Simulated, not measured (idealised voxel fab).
Name of the process module below: voxel capacitor over wiring
280 nm wide, 5 nm square cells: that's cross-section cut.
In this document a cross-section is written as a grid of square cells. It is given as a series of bands, listed from the top down, and a band is one or more rows of cells.
Per band: top height and bottom height in nm, followed by the left-to-right materials and their widths in nm; "throughout" marks a single material spanning edge to edge, "air" marks empty space.
Basically, 0 is our baseline, since under it the wafer straight out of the box is all one material. The bottom band has no lower end and keeps on going down, so it looks like "0 down".
The two numbers in a width such as "30 to 40" mark its ends across the band: the first belongs to the top row of cells, the second to the bottom row, and from each row to the next the width moves by the same amount.
For the purposes of this document, the phrase "changes: none" attached to a step denotes that no cell within the cross-section was modified by that step.
"Closed voids list" specifies each empty space that is not open to the top and that occupies no fewer than 8 cells, using the form width x height at distance, the distance measured from the left edge and all three quantities in nm.
Note: text after step settings on the step line = simulator remark on that step.
overlay nm: where the mask lay relative to plan, measured to the right, on steps with a mask; negatives go left.
Steps in the process plan:
| 1 | RECEIVE,material Si |
| 2 | CONFORMAL_DEP,material SiO2,thk nm 10 |
| 3 | CONFORMAL_DEP,material SiN,thk nm 5 |
| 4 | DIRECTIONAL_DEP,material lowk,thk nm 20 |
| 5 | DIRECTIONAL_DEP,material aC,thk nm 10 |
| 6 | PATTERN,tone open,mask id METAL_1,material resist,width nm 30,pitch nm 80,thk nm 25,overlay nm 0 |
| 7 | DIRECTIONAL_ETCH,etch materials aC,depth nm 10 |
| 8 | STRIP,etch materials resist |
| 9 | DIRECTIONAL_ETCH,etch materials lowk,depth nm 10 |
| 10 | DIRECTIONAL_ETCH,etch materials SiN,depth nm 5 |
| 11 | STRIP,etch materials aC |
| 12 | CONFORMAL_DEP,material TiN,thk nm 5 |
| 13 | FILL_DEP,material Ru,thk nm 10 |
| 14 | CMP,height nm 35 |
| 15 | EPI,material Ru,thk nm 5 |
| 16 | FILL_DEP,material SiCN,thk nm 5 |
| 17 | DIRECTIONAL_DEP,material SiO2,thk nm 20 |
| 18 | PATTERN,tone open,mask id PLUG_1,material resist,width nm 15,thk nm 15,overlay nm 0 |
| 19 | DIRECTIONAL_ETCH,etch materials SiO2,depth nm 20 |
| 20 | DIRECTIONAL_ETCH,etch materials SiCN,depth nm 5 |
| 21 | STRIP,etch materials resist |
| 22 | EPI,material Ru,thk nm 10 |
| 23 | EPI,material Ru,thk nm 10 |
| 24 | EPI,material Ru,thk nm 5 |
| 25 | DIRECTIONAL_DEP,material TiN,thk nm 5 |
| 26 | DIRECTIONAL_DEP,material Al2O3,thk nm 5 |
| 27 | DIRECTIONAL_DEP,material TiN,thk nm 5 |
| 28 | MASKED_ETCH,tone cover,mask id UPPER_PLATE,width nm 55,etch materials TiN,depth nm 5,overlay nm 0 |
| 29 | MASKED_ETCH,tone cover,mask id UPPER_PLATE,width nm 55,etch materials Al2O3,depth nm 5,overlay nm 0 |
| 30 | PATTERN,tone cover,mask id LOWER_PLATE,material resist,width nm 65,thk nm 20,overlay nm 0 |
| 31 | DIRECTIONAL_ETCH,etch materials TiN,depth nm 5 |
| 32 | STRIP,etch materials resist |
| 33 | FILL_DEP,material SiO2,thk nm 15 |
| 34 | CMP,height nm 90 |
| 35 | PATTERN,tone open,mask id PLUG_2,material resist,width nm 15,thk nm 20,overlay nm 0 |
| 36 | DIRECTIONAL_ETCH,etch materials SiO2,depth nm 10 |
| 37 | STRIP,etch materials resist |
| 38 | CONFORMAL_DEP,material TiN,thk nm 5 |
| 39 | FILL_DEP,material W,thk nm 5 |
| 40 | CMP,height nm 90 |
| 41 | CONFORMAL_DEP,material SiN,thk nm 5 |
All wafers enter the flow in the same state. The depth nm at step 9 differs from wafer to wafer, and the plan gives the value for the first wafer.
This is how the first of several wafers looked in cross-section when it arrived, which is after step 1:
- 0 down: Si throughout
- Closed voids list: none
Take a look at the first of several wafers in cross-section: the module is done, and step 41 was its last step:
- 95 to 90: SiN throughout
- 90 to 85: 110 SiO2  5 TiN  5 W  5 TiN  155 SiO2
- 85 to 75: 110 to 100 SiO2  15 to 55 TiN  155 to 125 SiO2
- 75 to 70: 100 SiO2  55 Al2O3  125 SiO2
- 70 to 65: 95 SiO2  65 TiN  120 SiO2
- 65 to 45: 100 SiO2  15 Ru  165 SiO2
- 45 to 40: 100 SiCN  15 Ru  165 SiCN
- 40 to 35: 80 SiCN  40 Ru  40 SiCN  40 Ru  80 SiCN
- 35 to 30: 85 lowk  5 TiN  20 Ru  5 TiN  50 lowk  5 TiN  20 Ru  5 TiN  85 lowk
- 30 to 25: 85 lowk  30 TiN  50 lowk  30 TiN  85 lowk
- 25 to 15: lowk throughout
- 15 to 10: SiN throughout
- 10 to 0: SiO2 throughout
- 0 down: Si throughout
- Closed voids list: none
The module's end: a cross-section of the last wafer:
- 95 to 90: SiN throughout
- 90 to 85: 110 SiO2  5 TiN  5 W  5 TiN  155 SiO2
- 85 to 75: 110 to 100 SiO2  15 to 55 TiN  155 to 125 SiO2
- 75 to 70: 100 SiO2  55 Al2O3  125 SiO2
- 70 to 65: 95 SiO2  65 TiN  120 SiO2
- 65 to 45: 100 SiO2  15 Ru  165 SiO2
- 45 to 40: 100 SiCN  15 Ru  165 SiCN
- 40 to 35: 80 SiCN  40 Ru  40 SiCN  40 Ru  80 SiCN
- 35 to 15: 85 lowk  5 TiN  20 Ru  5 TiN  50 lowk  5 TiN  20 Ru  5 TiN  85 lowk
- 15 to 10: 85 SiN  30 TiN  50 SiN  30 TiN  85 SiN
- 10 to 0: SiO2 throughout
- 0 down: Si throughout
- Closed voids list: none
Below is a per-wafer table. In it, each row describes the wafer at the end of the module by giving, for each material, the number of cells gained (+) or lost (-) since the wafer was received, and after that the closed voids of the wafer:
depth nm 10; +11 Al2O3; +39 Ru; +93 SiCN; +112 SiN; +563 SiO2; +45 TiN; +1 W; +200 lowk; Closed voids list: none
depth nm 15; +11 Al2O3; +47 Ru; +93 SiCN; +112 SiN; +563 SiO2; +49 TiN; +1 W; +188 lowk; Closed voids list: none
depth nm 20; +11 Al2O3; +63 Ru; +93 SiCN; +100 SiN; +563 SiO2; +57 TiN; +1 W; +176 lowk; Closed voids list: none
depth nm 25; +11 Al2O3; +63 Ru; +93 SiCN; +100 SiN; +563 SiO2; +57 TiN; +1 W; +176 lowk; Closed voids list: none
depth nm 30; +11 Al2O3; +63 Ru; +93 SiCN; +100 SiN; +563 SiO2; +57 TiN; +1 W; +176 lowk; Closed voids list: none
depth nm 35; +11 Al2O3; +63 Ru; +93 SiCN; +100 SiN; +563 SiO2; +57 TiN; +1 W; +176 lowk; Closed voids list: none
